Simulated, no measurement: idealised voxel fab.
Process module under the name voxel plated lines
225 nm wide, 5 nm square cells: that's cross-section cut.
If you're reading a cross-section in this doc, picture square cells in a grid; it comes to you as bands, top ones listed first down to the bottom, and a band can be one or more rows of cells. Heads up on the band format: heights come first, top then bottom, in nm. After that it's the materials left to right, each with its width in nm. A single material flagged "full width" fills the whole band edge to edge, and "air" means there's empty space there. The reference from which all heights are counted is 0, the level beneath which the as-received wafer is entirely one material; the lowest band, having no lower bound, proceeds downward and is written after the example "0 nm and below". It should be noted that a width expressed as "30..40" varies in equal increments from row to row of cells within the band, taking the value of the first number at the top row and that of the second number at the bottom row. For the purposes of this document, the phrase "no change" attached to a step denotes that no cell within the cross-section was modified by that step. "Closed cavities" enumerates empty spaces isolated from the top, with no open way to it, that contain at least 8 cells, giving each as width x height at distance from the left edge, all three in nm. It should be noted that, on the line of a given step, the content following the step's settings is a remark produced by the simulator itself with respect to that step. Regarding "overlay nm": on a step with a mask, it is the distance the mask lay to the right of its planned place; a negative value places it to the left.

Listed below are the process steps as planned
1: RECEIVE [material Si]
2: CONFORMAL_DEP [material SiO2] [thk nm 5]
3: DIRECTIONAL_DEP [material TiN] [thk nm 5]
4: PATTERN [tone open] [mask id LINES] [material resist] [width nm 30] [pitch nm 45] [thk nm 30] [overlay nm 0]
5: EPI [material Ru] [thk nm 10]
6: EPI [material Ru] [thk nm 10]
7: STRIP [etch materials resist]
8: DIRECTIONAL_ETCH [etch materials TiN] [depth nm 5]
9: CONFORMAL_DEP [material SiN] [thk nm 5]
What sets these wafers apart? The thk nm at step 9. They all start alike, and the plan carries the first wafer's value.

Received condition of the first of several wafers, sectioned: post-step 1
> 0 nm and below  Si full width
> Closed cavities: none

Shown in cross-section: the first of several wafers at the end of the module, after its last step, step 9
> 35 nm to 30 nm  air (45) | SiN (40) | air (5) | SiN (40) | air (5) | SiN (40) | air (50)
> 30 nm to 10 nm  air (45) | SiN (5) | Ru (30) | SiN (5) | air (5) | SiN (5) | Ru (30) | SiN (5) | air (5) | SiN (5) | Ru (30) | SiN (5) | air (50)
> 10 nm to 5 nm  SiN (50) | TiN (30) | SiN (15) | TiN (30) | SiN (15) | TiN (30) | SiN (55)
> 5 nm to 0 nm  SiO2 full width
> 0 nm and below  Si full width
> Closed cavities: none

Showing the last wafer in cross-section at the end of the module
> 55 nm to 30 nm  air (25) | SiN (170) | air (30)
> 30 nm to 10 nm  SiN (50) | Ru (30) | SiN (15) | Ru (30) | SiN (15) | Ru (30) | SiN (55)
> 10 nm to 5 nm  SiN (50) | TiN (30) | SiN (15) | TiN (30) | SiN (15) | TiN (30) | SiN (55)
> 5 nm to 0 nm  SiO2 full width
> 0 nm and below  Si full width
> Closed cavities: none

For your reference, the table is organized with a row per wafer; each row reflects the wafer at the end of the module, indicating for each material the cells gained (+) or lost (-) since receipt, and thereafter its closed voids
thk nm 5, +72 Ru, +75 SiN, +45 SiO2, +18 TiN, Closed cavities: none
thk nm 10, +72 Ru, +140 SiN, +45 SiO2, +18 TiN, Closed cavities: none
thk nm 15, +72 Ru, +195 SiN, +45 SiO2, +18 TiN, Closed cavities: none
thk nm 20, +72 Ru, +250 SiN, +45 SiO2, +18 TiN, Closed cavities: none
thk nm 25, +72 Ru, +305 SiN, +45 SiO2, +18 TiN, Closed cavities: none
